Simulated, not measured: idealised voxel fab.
This section sets out a process module, namely voxel capacitor over wiring.
The width of the displayed cross-section, cut, is 215 nm; its cells are square, with a size of 5 nm.
Just so we're on the same page, the cross-sections are grids of square cells, and they're listed out in bands top to bottom, each band one or more rows deep.
Read a band's entry like this: the first values are the height of its top and the height of its bottom in nm, and what follows is the sequence of materials from left to right, each with its width in nm. Note that "blank" is empty space, and that a single material marked "all across" reaches across the band from edge to edge.
Heights are measured from 0, the level below which the as-received wafer is all one material; the lowest band has no bottom and continues downward, written as in "0..down".
Width "30..40": first value at the band's top row of cells, second value at its bottom row, equal change from row to row.
Key: "nothing altered" - step with no changed cell in the cross-section.
You'll see "closed voids" listing empty spaces that have no way open to the top, as long as they're 8 cells or more; the notation is width x height at distance, where the distance is from the left edge, and all of it is in nm.
On a step's line, text after the settings is the simulator commenting on that step.
A step's line can hold "overlay nm"; with a mask on that step, the setting says how far right of the planned place the mask lay, while a negative setting says it lay to the left.
Pairs from here to the end. Each: cross-section before one process step, cross-section after it, the latter only as far down as the lowest band that changed. Under each: the step between, and its settings. Mind that the pairs may be taken from different runs of this module on the same starting wafer; whether a pair continues from the pair above depends on its entry headed "State before", and it does only where that entry says so.

[State before]
	45..40 = 40 blank, 35 Ru, 60 blank, 35 Ru, 45 blank
	40..20 = 45 lowk, 5 TiN, 15 W, 5 TiN, 70 lowk, 5 TiN, 15 W, 5 TiN, 50 lowk
	20..15 = 45 SiN, 25 TiN, 70 SiN, 25 TiN, 50 SiN
	15..0 = SiO2 all across
	0..down = Si all across
	closed voids: none

[Resulting Structure]
	55..50 = 40 blank, 35 SiO2, 60 blank, 35 SiO2, 45 blank
	50..45 = SiO2 all across
	45..40 = 40 SiO2, 35 Ru, 60 SiO2, 35 Ru, 45 SiO2
	Heights below 40 show no change.
	closed voids: none
Process step bridging the above cross-sections: DIRECTIONAL_DEP (material SiO2; thk nm 10)

State before: Please consult the pair immediately above; the cross-section it shows after its step is the state before this step.

[Resulting Structure]
	60..55 = SiCN all across
	55..50 = 40 SiCN, 35 SiO2, 60 SiCN, 35 SiO2, 45 SiCN
	Heights below 50 show no change.
	closed voids: none
Process step bridging the above cross-sections: FILL_DEP (material SiCN; thk nm 5)

State before: Please consult the pair immediately above; the cross-section it shows after its step is the state before this step.

[Resulting Structure]
	75..60 = 55 resist, 15 blank, 145 resist
	Heights below 60 show no change.
	closed voids: none
Process step bridging the above cross-sections: PATTERN (tone open; mask id PLUG_1; material resist; width nm 15; thk nm 15; overlay nm 0)

State before: Please consult the pair immediately above; the cross-section it shows after its step is the state before this step.

[Resulting Structure]
	75..60 = 55 resist, 15 blank, 145 resist
	60..55 = 55 SiCN, 15 blank, 145 SiCN
	Heights below 55 show no change.
	closed voids: none
Process step bridging the above cross-sections: DIRECTIONAL_ETCH (etch materials SiCN; depth nm 5)

State before: Please consult the pair immediately above; the cross-section it shows after its step is the state before this step.

[Resulting Structure]
	60..55 = 55 SiCN, 15 blank, 145 SiCN
	Heights below 55 show no change.
	closed voids: none
Process step bridging the above cross-sections: STRIP (etch materials resist)

State before: Please consult the pair immediately above; the cross-section it shows after its step is the state before this step.

[Resulting Structure]
	65..60 = 60 TiN, 5 blank, 150 TiN
	60..55 = 55 SiCN, 15 TiN, 145 SiCN
	Heights below 55 show no change.
	closed voids: none
Process step bridging the above cross-sections: CONFORMAL_DEP (material TiN; thk nm 5)

State before: Please consult the pair immediately above; the cross-section it shows after its step is the state before this step.

[Resulting Structure]
	70..65 = Ru all across
	65..60 = 60 TiN, 5 Ru, 150 TiN
	Heights below 60 show no change.
	closed voids: none
Process step bridging the above cross-sections: FILL_DEP (material Ru; thk nm 5)

State before: Please consult the pair immediately above; the cross-section it shows after its step is the state before this step.

[Resulting Structure]
	60..55 = 55 SiCN, 15 TiN, 145 SiCN
	Heights below 55 show no change.
	closed voids: none
Process step bridging the above cross-sections: CMP (height nm 60)

State before: Please consult the pair immediately above; the cross-section it shows after its step is the state before this step.

[Resulting Structure]
	70..60 = TiN all across
	Heights below 60 show no change.
	closed voids: none
Process step bridging the above cross-sections: DIRECTIONAL_DEP (material TiN; thk nm 10)

State before: Please consult the pair immediately above; the cross-section it shows after its step is the state before this step.

[Resulting Structure]
	75..70 = HfO2 all across
	Heights below 70 show no change.
	closed voids: none
Process step bridging the above cross-sections: DIRECTIONAL_DEP (material HfO2; thk nm 5)

State before: Please consult the pair immediately above; the cross-section it shows after its step is the state before this step.

[Resulting Structure]
	85..75 = TiN all across
	Heights below 75 show no change.
	closed voids: none
Process step bridging the above cross-sections: DIRECTIONAL_DEP (material TiN; thk nm 10)

State before: Please consult the pair immediately above; the cross-section it shows after its step is the state before this step.

[Resulting Structure]
	95..85 = aC all across
	Heights below 85 show no change.
	closed voids: none
Process step bridging the above cross-sections: DIRECTIONAL_DEP (material aC; thk nm 10)

State before: Please consult the pair immediately above; the cross-section it shows after its step is the state before this step.

[Resulting Structure]
	120..95 = 55 blank, 75 resist, 85 blank
	Heights below 95 show no change.
	closed voids: none
Process step bridging the above cross-sections: PATTERN (tone cover; mask id UPPER_PLATE; material resist; width nm 75; thk nm 25; overlay nm 0)

State before: Please consult the pair immediately above; the cross-section it shows after its step is the state before this step.

[Resulting Structure]
	110..95 = 55 blank, 75 resist, 85 blank
	95..85 = 55 blank, 75 aC, 85 blank
	Heights below 85 show no change.
	closed voids: none
Process step bridging the above cross-sections: DIRECTIONAL_ETCH (etch materials aC; depth nm 10)

State before: Please consult the pair immediately above; the cross-section it shows after its step is the state before this step.

[Resulting Structure]
	95..85 = 55 blank, 75 aC, 85 blank
	Heights below 85 show no change.
	closed voids: none
Process step bridging the above cross-sections: STRIP (etch materials resist)

State before: Please consult the pair immediately above; the cross-section it shows after its step is the state before this step.

[Resulting Structure]
	95..85 = 55 blank, 75 aC, 85 blank
	85..75 = 55 blank, 75 TiN, 85 blank
	Heights below 75 show no change.
	closed voids: none
Process step bridging the above cross-sections: DIRECTIONAL_ETCH (etch materials TiN; depth nm 10)

State before: Please consult the pair immediately above; the cross-section it shows after its step is the state before this step.

[Resulting Structure]
	95..85 = 55 blank, 75 aC, 85 blank
	85..75 = 55 blank, 75 TiN, 85 blank
	75..70 = 55 blank, 75 HfO2, 85 blank
	Heights below 70 show no change.
	closed voids: none
Process step bridging the above cross-sections: DIRECTIONAL_ETCH (etch materials HfO2; depth nm 5)

State before: Please consult the pair immediately above; the cross-section it shows after its step is the state before this step.

[Resulting Structure]
	85..75 = 55 blank, 75 TiN, 85 blank
	Heights below 75 show no change.
	closed voids: none
Process step bridging the above cross-sections: STRIP (etch materials aC)

State before: Please consult the pair immediately above; the cross-section it shows after its step is the state before this step.

[Resulting Structure]
	85..75 = 55 blank, 75 TiN, 85 blank
	75..70 = 55 blank, 75 HfO2, 85 blank
	70..60 = 50 blank, 85 TiN, 80 blank
	Heights below 60 show no change.
	closed voids: none
Process step bridging the above cross-sections: MASKED_ETCH (tone cover; mask id LOWER_PLATE; width nm 85; etch materials TiN; depth nm 10; overlay nm 0)

State before: Please consult the pair immediately above; the cross-section it shows after its step is the state before this step.

[Resulting Structure]
	105..85 = SiO2 all across
	85..75 = 55 SiO2, 75 TiN, 85 SiO2
	75..70 = 55 SiO2, 75 HfO2, 85 SiO2
	70..60 = 50 SiO2, 85 TiN, 80 SiO2
	Heights below 60 show no change.
	closed voids: none
Process step bridging the above cross-sections: FILL_DEP (material SiO2; thk nm 20)

State before: Please consult the pair immediately above; the cross-section it shows after its step is the state before this step.

[Resulting Structure]
	100..85 = SiO2 all across
	Heights below 85 show no change.
	closed voids: none
Process step bridging the above cross-sections: CMP (height nm 100)

State before: Please consult the pair immediately above; the cross-section it shows after its step is the state before this step.

[Resulting Structure]
	120..100 = 65 resist, 15 blank, 135 resist
	Heights below 100 show no change.
	closed voids: none
Process step bridging the above cross-sections: PATTERN (tone open; mask id PLUG_2; material resist; width nm 15; thk nm 20; overlay nm 0)

State before: Please consult the pair immediately above; the cross-section it shows after its step is the state before this step.

[Resulting Structure]
	120..100 = 65 resist, 15 blank, 135 resist
	100..85 = 65 SiO2, 15 blank, 135 SiO2
	Heights below 85 show no change.
	closed voids: none
Process step bridging the above cross-sections: DIRECTIONAL_ETCH (etch materials SiO2; depth nm 15)

State before: Please consult the pair immediately above; the cross-section it shows after its step is the state before this step.

[Resulting Structure]
	100..85 = 65 SiO2, 15 blank, 135 SiO2
	Heights below 85 show no change.
	closed voids: none
Process step bridging the above cross-sections: STRIP (etch materials resist)

State before: Please consult the pair immediately above; the cross-section it shows after its step is the state before this step.

[Resulting Structure]
	105..100 = 70 TiN, 5 blank, 140 TiN
	100..90 = 65 SiO2, 5 TiN, 5 blank, 5 TiN, 135 SiO2
	90..85 = 65 SiO2, 15 TiN, 135 SiO2
	Heights below 85 show no change.
	closed voids: none
Process step bridging the above cross-sections: CONFORMAL_DEP (material TiN; thk nm 5)

State before: Please consult the pair immediately above; the cross-section it shows after its step is the state before this step.

[Resulting Structure]
	110..105 = Ru all across
	105..100 = 70 TiN, 5 Ru, 140 TiN
	100..90 = 65 SiO2, 5 TiN, 5 Ru, 5 TiN, 135 SiO2
	Heights below 90 show no change.
	closed voids: none
Process step bridging the above cross-sections: FILL_DEP (material Ru; thk nm 5)

State before: Please consult the pair immediately above; the cross-section it shows after its step is the state before this step.

[Resulting Structure]
	100..90 = 65 SiO2, 5 TiN, 5 Ru, 5 TiN, 135 SiO2
	Heights below 90 show no change.
	closed voids: none
Process step bridging the above cross-sections: CMP (height nm 100)

State before: Please consult the pair immediately above; the cross-section it shows after its step is the state before this step.

[Resulting Structure]
	105..100 = SiN all across
	Heights below 100 show no change.
	closed voids: none
Process step bridging the above cross-sections: CONFORMAL_DEP (material SiN; thk nm 5)

[State before]
	105..85 = SiO2 all across
	85..75 = 55 SiO2, 75 TiN, 85 SiO2
	75..70 = 55 SiO2, 75 HfO2, 85 SiO2
	70..60 = 50 SiO2, 85 TiN, 80 SiO2
	60..50 = 55 SiO2, 5 TiN, 5 Ru, 5 TiN, 145 SiO2
	50..45 = 55 SiCN, 15 TiN, 145 SiCN
	45..40 = 40 SiCN, 35 Ru, 60 SiCN, 35 Ru, 45 SiCN
	40..20 = 45 lowk, 5 TiN, 15 W, 5 TiN, 70 lowk, 5 TiN, 15 W, 5 TiN, 50 lowk
	20..15 = 45 SiN, 25 TiN, 70 SiN, 25 TiN, 50 SiN
	15..0 = SiO2 all across
	0..down = Si all across
	closed voids: none

[Resulting Structure]
	95..85 = SiO2 all across
	Heights below 85 show no change.
	closed voids: none
Process step bridging the above cross-sections: CMP (height nm 95)

State before: Please consult the pair immediately above; the cross-section it shows after its step is the state before this step.

[Resulting Structure]
	115..95 = 65 resist, 15 blank, 135 resist
	Heights below 95 show no change.
	closed voids: none
Process step bridging the above cross-sections: PATTERN (tone open; mask id PLUG_2; material resist; width nm 15; thk nm 20; overlay nm 0)

State before: Please consult the pair immediately above; the cross-section it shows after its step is the state before this step.

[Resulting Structure]
	115..95 = 65 resist, 15 blank, 135 resist
	95..85 = 65 SiO2, 15 blank, 135 SiO2
	Heights below 85 show no change.
	closed voids: none
Process step bridging the above cross-sections: DIRECTIONAL_ETCH (etch materials SiO2; depth nm 15)

State before: Please consult the pair immediately above; the cross-section it shows after its step is the state before this step.

[Resulting Structure]
	95..85 = 65 SiO2, 15 blank, 135 SiO2
	Heights below 85 show no change.
	closed voids: none
Process step bridging the above cross-sections: STRIP (etch materials resist)

State before: Please consult the pair immediately above; the cross-section it shows after its step is the state before this step.

[Resulting Structure]
	100..95 = 70 TiN, 5 blank, 140 TiN
	95..90 = 65 SiO2, 5 TiN, 5 blank, 5 TiN, 135 SiO2
	90..85 = 65 SiO2, 15 TiN, 135 SiO2
	Heights below 85 show no change.
	closed voids: none
Process step bridging the above cross-sections: CONFORMAL_DEP (material TiN; thk nm 5)

State before: Please consult the pair immediately above; the cross-section it shows after its step is the state before this step.

[Resulting Structure]
	105..100 = Ru all across
	100..95 = 70 TiN, 5 Ru, 140 TiN
	95..90 = 65 SiO2, 5 TiN, 5 Ru, 5 TiN, 135 SiO2
	Heights below 90 show no change.
	closed voids: none
Process step bridging the above cross-sections: FILL_DEP (material Ru; thk nm 5)

State before: Please consult the pair immediately above; the cross-section it shows after its step is the state before this step.

[Resulting Structure]
	100..95 = 70 TiN, 5 Ru, 140 TiN
	Heights below 95 show no change.
	closed voids: none
Process step bridging the above cross-sections: CMP (height nm 100)

State before: Please consult the pair immediately above; the cross-section it shows after its step is the state before this step.

[Resulting Structure]
	105..100 = SiN all across
	Heights below 100 show no change.
	closed voids: none
Process step bridging the above cross-sections: CONFORMAL_DEP (material SiN; thk nm 5)

[State before]
	40..20 = lowk all across
	20..15 = SiN all across
	15..0 = SiO2 all across
	0..down = Si all across
	closed voids: none

[Resulting Structure]
	40..20 = 50 lowk, 15 blank, 80 lowk, 15 blank, 55 lowk
	Heights below 20 show no change.
	closed voids: none
Process step bridging the above cross-sections: MASKED_ETCH (tone open; mask id METAL_1; width nm 15; pitch nm 95; etch materials lowk; depth nm 20; overlay nm 0)

State before: Please consult the pair immediately above; the cross-section it shows after its step is the state before this step.

[Resulting Structure]
	40..20 = 50 lowk, 15 blank, 80 lowk, 15 blank, 55 lowk
	20..15 = 50 SiN, 15 blank, 80 SiN, 15 blank, 55 SiN
	Heights below 15 show no change.
	closed voids: none
Process step bridging the above cross-sections: MASKED_ETCH (tone open; mask id METAL_1; width nm 25; pitch nm 95; etch materials SiN; depth nm 5; overlay nm 0)

State before: Please consult the pair immediately above; the cross-section it shows after its step is the state before this step.

[Resulting Structure]
	45..40 = 55 TiN, 5 blank, 90 TiN, 5 blank, 60 TiN
	40..20 = 50 lowk, 5 TiN, 5 blank, 5 TiN, 80 lowk, 5 TiN, 5 blank, 5 TiN, 55 lowk
	20..15 = 50 SiN, 15 TiN, 80 SiN, 15 TiN, 55 SiN
	Heights below 15 show no change.
	closed voids: none
Process step bridging the above cross-sections: CONFORMAL_DEP (material TiN; thk nm 5)

State before: Please consult the pair immediately above; the cross-section it shows after its step is the state before this step.

[Resulting Structure]
	50..45 = W all across
	45..40 = 55 TiN, 5 W, 90 TiN, 5 W, 60 TiN
	40..20 = 50 lowk, 5 TiN, 5 W, 5 TiN, 80 lowk, 5 TiN, 5 W, 5 TiN, 55 lowk
	Heights below 20 show no change.
	closed voids: none
Process step bridging the above cross-sections: FILL_DEP (material W; thk nm 5)

State before: Please consult the pair immediately above; the cross-section it shows after its step is the state before this step.

[Resulting Structure]
	40..20 = 50 lowk, 5 TiN, 5 W, 5 TiN, 80 lowk, 5 TiN, 5 W, 5 TiN, 55 lowk
	Heights below 20 show no change.
	closed voids: none
Process step bridging the above cross-sections: CMP (height nm 40)

State before: Please consult the pair immediately above; the cross-section it shows after its step is the state before this step.

[Resulting Structure]
	45..40 = 45 blank, 25 Ru, 70 blank, 25 Ru, 50 blank
	Heights below 40 show no change.
	closed voids: none
Process step bridging the above cross-sections: EPI (material Ru; thk nm 5)

State before: Please consult the pair immediately above; the cross-section it shows after its step is the state before this step.

[Resulting Structure]
	50..45 = SiCN all across
	45..40 = 45 SiCN, 25 Ru, 70 SiCN, 25 Ru, 50 SiCN
	Heights below 40 show no change.
	closed voids: none
Process step bridging the above cross-sections: FILL_DEP (material SiCN; thk nm 5)

State before: Please consult the pair immediately above; the cross-section it shows after its step is the state before this step.

[Resulting Structure]
	60..50 = SiO2 all across
	Heights below 50 show no change.
	closed voids: none
Process step bridging the above cross-sections: DIRECTIONAL_DEP (material SiO2; thk nm 10)

State before: Please consult the pair immediately above; the cross-section it shows after its step is the state before this step.

[Resulting Structure]
	75..60 = 55 resist, 15 blank, 145 resist
	Heights below 60 show no change.
	closed voids: none
Process step bridging the above cross-sections: PATTERN (tone open; mask id PLUG_1; material resist; width nm 15; thk nm 15; overlay nm 0)

State before: Please consult the pair immediately above; the cross-section it shows after its step is the state before this step.

[Resulting Structure]
	75..60 = 55 resist, 15 blank, 145 resist
	60..50 = 55 SiO2, 15 blank, 145 SiO2
	Heights below 50 show no change.
	closed voids: none
Process step bridging the above cross-sections: DIRECTIONAL_ETCH (etch materials SiO2; depth nm 10)

State before: Please consult the pair immediately above; the cross-section it shows after its step is the state before this step.

[Resulting Structure]
	75..60 = 55 resist, 15 blank, 145 resist
	60..50 = 55 SiO2, 15 blank, 145 SiO2
	50..45 = 55 SiCN, 15 blank, 145 SiCN
	Heights below 45 show no change.
	closed voids: none
Process step bridging the above cross-sections: DIRECTIONAL_ETCH (etch materials SiCN; depth nm 5)

State before: Please consult the pair immediately above; the cross-section it shows after its step is the state before this step.

[Resulting Structure]
	60..50 = 55 SiO2, 15 blank, 145 SiO2
	Heights below 50 show no change.
	closed voids: none
Process step bridging the above cross-sections: STRIP (etch materials resist)

State before: Please consult the pair immediately above; the cross-section it shows after its step is the state before this step.

[Resulting Structure]
	65..60 = 60 TiN, 5 blank, 150 TiN
	60..50 = 55 SiO2, 5 TiN, 5 blank, 5 TiN, 145 SiO2
	50..45 = 55 SiCN, 15 TiN, 145 SiCN
	Heights below 45 show no change.
	closed voids: none
Process step bridging the above cross-sections: CONFORMAL_DEP (material TiN; thk nm 5)

State before: Please consult the pair immediately above; the cross-section it shows after its step is the state before this step.

[Resulting Structure]
	70..65 = Ru all across
	65..60 = 60 TiN, 5 Ru, 150 TiN
	60..50 = 55 SiO2, 5 TiN, 5 Ru, 5 TiN, 145 SiO2
	Heights below 50 show no change.
	closed voids: none
Process step bridging the above cross-sections: FILL_DEP (material Ru; thk nm 5)

State before: Please consult the pair immediately above; the cross-section it shows after its step is the state before this step.

[Resulting Structure]
	60..50 = 55 SiO2, 5 TiN, 5 Ru, 5 TiN, 145 SiO2
	Heights below 50 show no change.
	closed voids: none
Process step bridging the above cross-sections: CMP (height nm 60)

State before: Please consult the pair immediately above; the cross-section it shows after its step is the state before this step.

[Resulting Structure]
	70..60 = TiN all across
	Heights below 60 show no change.
	closed voids: none
Process step bridging the above cross-sections: DIRECTIONAL_DEP (material TiN; thk nm 10)

State before: Please consult the pair immediately above; the cross-section it shows after its step is the state before this step.

[Resulting Structure]
	75..70 = HfO2 all across
	Heights below 70 show no change.
	closed voids: none
Process step bridging the above cross-sections: DIRECTIONAL_DEP (material HfO2; thk nm 5)

State before: Please consult the pair immediately above; the cross-section it shows after its step is the state before this step.

[Resulting Structure]
	85..75 = TiN all across
	Heights below 75 show no change.
	closed voids: none
Process step bridging the above cross-sections: DIRECTIONAL_DEP (material TiN; thk nm 10)

State before: Please consult the pair immediately above; the cross-section it shows after its step is the state before this step.

[Resulting Structure]
	95..85 = aC all across
	Heights below 85 show no change.
	closed voids: none
Process step bridging the above cross-sections: DIRECTIONAL_DEP (material aC; thk nm 10)

State before: Please consult the pair immediately above; the cross-section it shows after its step is the state before this step.

[Resulting Structure]
	120..95 = 55 blank, 75 resist, 85 blank
	Heights below 95 show no change.
	closed voids: none
Process step bridging the above cross-sections: PATTERN (tone cover; mask id UPPER_PLATE; material resist; width nm 75; thk nm 25; overlay nm 0)

State before: Please consult the pair immediately above; the cross-section it shows after its step is the state before this step.

[Resulting Structure]
	110..95 = 55 blank, 75 resist, 85 blank
	95..85 = 55 blank, 75 aC, 85 blank
	Heights below 85 show no change.
	closed voids: none
Process step bridging the above cross-sections: DIRECTIONAL_ETCH (etch materials aC; depth nm 10)

State before: Please consult the pair immediately above; the cross-section it shows after its step is the state before this step.

[Resulting Structure]
	95..85 = 55 blank, 75 aC, 85 blank
	Heights below 85 show no change.
	closed voids: none
Process step bridging the above cross-sections: STRIP (etch materials resist)

State before: Please consult the pair immediately above; the cross-section it shows after its step is the state before this step.

[Resulting Structure]
	95..85 = 55 blank, 75 aC, 85 blank
	85..75 = 55 blank, 75 TiN, 85 blank
	Heights below 75 show no change.
	closed voids: none
Process step bridging the above cross-sections: DIRECTIONAL_ETCH (etch materials TiN; depth nm 10)

State before: Please consult the pair immediately above; the cross-section it shows after its step is the state before this step.

[Resulting Structure]
	95..85 = 55 blank, 75 aC, 85 blank
	85..75 = 55 blank, 75 TiN, 85 blank
	75..70 = 55 blank, 75 HfO2, 85 blank
	Heights below 70 show no change.
	closed voids: none
Process step bridging the above cross-sections: DIRECTIONAL_ETCH (etch materials HfO2; depth nm 5)

State before: Please consult the pair immediately above; the cross-section it shows after its step is the state before this step.

[Resulting Structure]
	85..75 = 55 blank, 75 TiN, 85 blank
	Heights below 75 show no change.
	closed voids: none
Process step bridging the above cross-sections: STRIP (etch materials aC)

State before: Please consult the pair immediately above; the cross-section it shows after its step is the state before this step.

[Resulting Structure]
	85..75 = 55 blank, 75 TiN, 85 blank
	75..70 = 55 blank, 75 HfO2, 85 blank
	70..60 = 50 blank, 85 TiN, 80 blank
	Heights below 60 show no change.
	closed voids: none
Process step bridging the above cross-sections: MASKED_ETCH (tone cover; mask id LOWER_PLATE; width nm 85; etch materials TiN; depth nm 10; overlay nm 0)

State before: Please consult the pair immediately above; the cross-section it shows after its step is the state before this step.

[Resulting Structure]
	105..85 = SiO2 all across
	85..75 = 55 SiO2, 75 TiN, 85 SiO2
	75..70 = 55 SiO2, 75 HfO2, 85 SiO2
	70..60 = 50 SiO2, 85 TiN, 80 SiO2
	Heights below 60 show no change.
	closed voids: none
Process step bridging the above cross-sections: FILL_DEP (material SiO2; thk nm 20)

State before: Please consult the pair immediately above; the cross-section it shows after its step is the state before this step.

[Resulting Structure]
	100..85 = SiO2 all across
	Heights below 85 show no change.
	closed voids: none
Process step bridging the above cross-sections: CMP (height nm 100)

State before: Please consult the pair immediately above; the cross-section it shows after its step is the state before this step.

[Resulting Structure]
	120..100 = 65 resist, 15 blank, 135 resist
	Heights below 100 show no change.
	closed voids: none
Process step bridging the above cross-sections: PATTERN (tone open; mask id PLUG_2; material resist; width nm 15; thk nm 20; overlay nm 0)

State before: Please consult the pair immediately above; the cross-section it shows after its step is the state before this step.

[Resulting Structure]
	120..100 = 65 resist, 15 blank, 135 resist
	100..85 = 65 SiO2, 15 blank, 135 SiO2
	Heights below 85 show no change.
	closed voids: none
Process step bridging the above cross-sections: DIRECTIONAL_ETCH (etch materials SiO2; depth nm 15)

State before: Please consult the pair immediately above; the cross-section it shows after its step is the state before this step.

[Resulting Structure]
	100..85 = 65 SiO2, 15 blank, 135 SiO2
	Heights below 85 show no change.
	closed voids: none
Process step bridging the above cross-sections: STRIP (etch materials resist)

State before: Please consult the pair immediately above; the cross-section it shows after its step is the state before this step.

[Resulting Structure]
	105..100 = 70 TiN, 5 blank, 140 TiN
	100..90 = 65 SiO2, 5 TiN, 5 blank, 5 TiN, 135 SiO2
	90..85 = 65 SiO2, 15 TiN, 135 SiO2
	Heights below 85 show no change.
	closed voids: none
Process step bridging the above cross-sections: CONFORMAL_DEP (material TiN; thk nm 5)

State before: Please consult the pair immediately above; the cross-section it shows after its step is the state before this step.

[Resulting Structure]
	110..105 = Ru all across
	105..100 = 70 TiN, 5 Ru, 140 TiN
	100..90 = 65 SiO2, 5 TiN, 5 Ru, 5 TiN, 135 SiO2
	Heights below 90 show no change.
	closed voids: none
Process step bridging the above cross-sections: FILL_DEP (material Ru; thk nm 5)

State before: Please consult the pair immediately above; the cross-section it shows after its step is the state before this step.

[Resulting Structure]
	100..90 = 65 SiO2, 5 TiN, 5 Ru, 5 TiN, 135 SiO2
	Heights below 90 show no change.
	closed voids: none
Process step bridging the above cross-sections: CMP (height nm 100)

State before: Please consult the pair immediately above; the cross-section it shows after its step is the state before this step.

[Resulting Structure]
	105..100 = SiN all across
	Heights below 100 show no change.
	closed voids: none
Process step bridging the above cross-sections: CONFORMAL_DEP (material SiN; thk nm 5)

[State before]
	40..20 = lowk all across
	20..15 = SiN all across
	15..0 = SiO2 all across
	0..down = Si all across
	closed voids: none

[Resulting Structure]
	40..20 = 50 lowk, 25 blank, 70 lowk, 25 blank, 45 lowk
	Heights below 20 show no change.
	closed voids: none
Process step bridging the above cross-sections: MASKED_ETCH (tone open; mask id METAL_1; width nm 25; pitch nm 95; etch materials lowk; depth nm 20; overlay nm 5)

State before: Please consult the pair immediately above; the cross-section it shows after its step is the state before this step.

[Resulting Structure]
	40..20 = 50 lowk, 25 blank, 70 lowk, 25 blank, 45 lowk
	20..15 = 50 SiN, 20 blank, 75 SiN, 20 blank, 50 SiN
	Heights below 15 show no change.
	closed voids: none
Process step bridging the above cross-sections: MASKED_ETCH (tone open; mask id METAL_1; width nm 25; pitch nm 95; etch materials SiN; depth nm 5; overlay nm 0)

State before: Please consult the pair immediately above; the cross-section it shows after its step is the state before this step.

[Resulting Structure]
	45..40 = 55 TiN, 15 blank, 80 TiN, 15 blank, 50 TiN
	40..25 = 50 lowk, 5 TiN, 15 blank, 5 TiN, 70 lowk, 5 TiN, 15 blank, 5 TiN, 45 lowk
	25..20 = 50 lowk, 5 TiN, 10 blank, 10 TiN, 70 lowk, 5 TiN, 10 blank, 10 TiN, 45 lowk
	20..15 = 50 SiN, 20 TiN, 75 SiN, 20 TiN, 50 SiN
	Heights below 15 show no change.
	closed voids: none
Process step bridging the above cross-sections: CONFORMAL_DEP (material TiN; thk nm 5)

State before: Please consult the pair immediately above; the cross-section it shows after its step is the state before this step.

[Resulting Structure]
	50..45 = W all across
	45..40 = 55 TiN, 15 W, 80 TiN, 15 W, 50 TiN
	40..25 = 50 lowk, 5 TiN, 15 W, 5 TiN, 70 lowk, 5 TiN, 15 W, 5 TiN, 45 lowk
	25..20 = 50 lowk, 5 TiN, 10 W, 10 TiN, 70 lowk, 5 TiN, 10 W, 10 TiN, 45 lowk
	Heights below 20 show no change.
	closed voids: none
Process step bridging the above cross-sections: FILL_DEP (material W; thk nm 5)

State before: Please consult the pair immediately above; the cross-section it shows after its step is the state before this step.

[Resulting Structure]
	40..25 = 50 lowk, 5 TiN, 15 W, 5 TiN, 70 lowk, 5 TiN, 15 W, 5 TiN, 45 lowk
	Heights below 25 show no change.
	closed voids: none
Process step bridging the above cross-sections: CMP (height nm 40)

State before: Please consult the pair immediately above; the cross-section it shows after its step is the state before this step.

[Resulting Structure]
	45..40 = 45 blank, 35 Ru, 60 blank, 35 Ru, 40 blank
	Heights below 40 show no change.
	closed voids: none
Process step bridging the above cross-sections: EPI (material Ru; thk nm 5)

State before: Please consult the pair immediately above; the cross-section it shows after its step is the state before this step.

[Resulting Structure]
	50..45 = SiCN all across
	45..40 = 45 SiCN, 35 Ru, 60 SiCN, 35 Ru, 40 SiCN
	Heights below 40 show no change.
	closed voids: none
Process step bridging the above cross-sections: FILL_DEP (material SiCN; thk nm 5)

State before: Please consult the pair immediately above; the cross-section it shows after its step is the state before this step.

[Resulting Structure]
	60..50 = SiO2 all across
	Heights below 50 show no change.
	closed voids: none
Process step bridging the above cross-sections: DIRECTIONAL_DEP (material SiO2; thk nm 10)

State before: Please consult the pair immediately above; the cross-section it shows after its step is the state before this step.

[Resulting Structure]
	75..60 = 55 resist, 15 blank, 145 resist
	Heights below 60 show no change.
	closed voids: none
Process step bridging the above cross-sections: PATTERN (tone open; mask id PLUG_1; material resist; width nm 15; thk nm 15; overlay nm 0)

State before: Please consult the pair immediately above; the cross-section it shows after its step is the state before this step.

[Resulting Structure]
	75..60 = 55 resist, 15 blank, 145 resist
	60..50 = 55 SiO2, 15 blank, 145 SiO2
	Heights below 50 show no change.
	closed voids: none
Process step bridging the above cross-sections: DIRECTIONAL_ETCH (etch materials SiO2; depth nm 10)

State before: Please consult the pair immediately above; the cross-section it shows after its step is the state before this step.

[Resulting Structure]
	75..60 = 55 resist, 15 blank, 145 resist
	60..50 = 55 SiO2, 15 blank, 145 SiO2
	50..45 = 55 SiCN, 15 blank, 145 SiCN
	Heights below 45 show no change.
	closed voids: none
Process step bridging the above cross-sections: DIRECTIONAL_ETCH (etch materials SiCN; depth nm 5)

State before: Please consult the pair immediately above; the cross-section it shows after its step is the state before this step.

[Resulting Structure]
	60..50 = 55 SiO2, 15 blank, 145 SiO2
	Heights below 50 show no change.
	closed voids: none
Process step bridging the above cross-sections: STRIP (etch materials resist)

State before: Please consult the pair immediately above; the cross-section it shows after its step is the state before this step.

[Resulting Structure]
	65..60 = 60 TiN, 5 blank, 150 TiN
	60..50 = 55 SiO2, 5 TiN, 5 blank, 5 TiN, 145 SiO2
	50..45 = 55 SiCN, 15 TiN, 145 SiCN
	Heights below 45 show no change.
	closed voids: none
Process step bridging the above cross-sections: CONFORMAL_DEP (material TiN; thk nm 5)

State before: Please consult the pair immediately above; the cross-section it shows after its step is the state before this step.

[Resulting Structure]
	70..65 = Ru all across
	65..60 = 60 TiN, 5 Ru, 150 TiN
	60..50 = 55 SiO2, 5 TiN, 5 Ru, 5 TiN, 145 SiO2
	Heights below 50 show no change.
	closed voids: none
Process step bridging the above cross-sections: FILL_DEP (material Ru; thk nm 5)

State before: Please consult the pair immediately above; the cross-section it shows after its step is the state before this step.

[Resulting Structure]
	60..50 = 55 SiO2, 5 TiN, 5 Ru, 5 TiN, 145 SiO2
	Heights below 50 show no change.
	closed voids: none
Process step bridging the above cross-sections: CMP (height nm 60)

State before: Please consult the pair immediately above; the cross-section it shows after its step is the state before this step.

[Resulting Structure]
	70..60 = TiN all across
	Heights below 60 show no change.
	closed voids: none
Process step bridging the above cross-sections: DIRECTIONAL_DEP (material TiN; thk nm 10)

State before: Please consult the pair immediately above; the cross-section it shows after its step is the state before this step.

[Resulting Structure]
	75..70 = HfO2 all across
	Heights below 70 show no change.
	closed voids: none
Process step bridging the above cross-sections: DIRECTIONAL_DEP (material HfO2; thk nm 5)

State before: Please consult the pair immediately above; the cross-section it shows after its step is the state before this step.

[Resulting Structure]
	85..75 = TiN all across
	Heights below 75 show no change.
	closed voids: none
Process step bridging the above cross-sections: DIRECTIONAL_DEP (material TiN; thk nm 10)

State before: Please consult the pair immediately above; the cross-section it shows after its step is the state before this step.

[Resulting Structure]
	95..85 = aC all across
	Heights below 85 show no change.
	closed voids: none
Process step bridging the above cross-sections: DIRECTIONAL_DEP (material aC; thk nm 10)
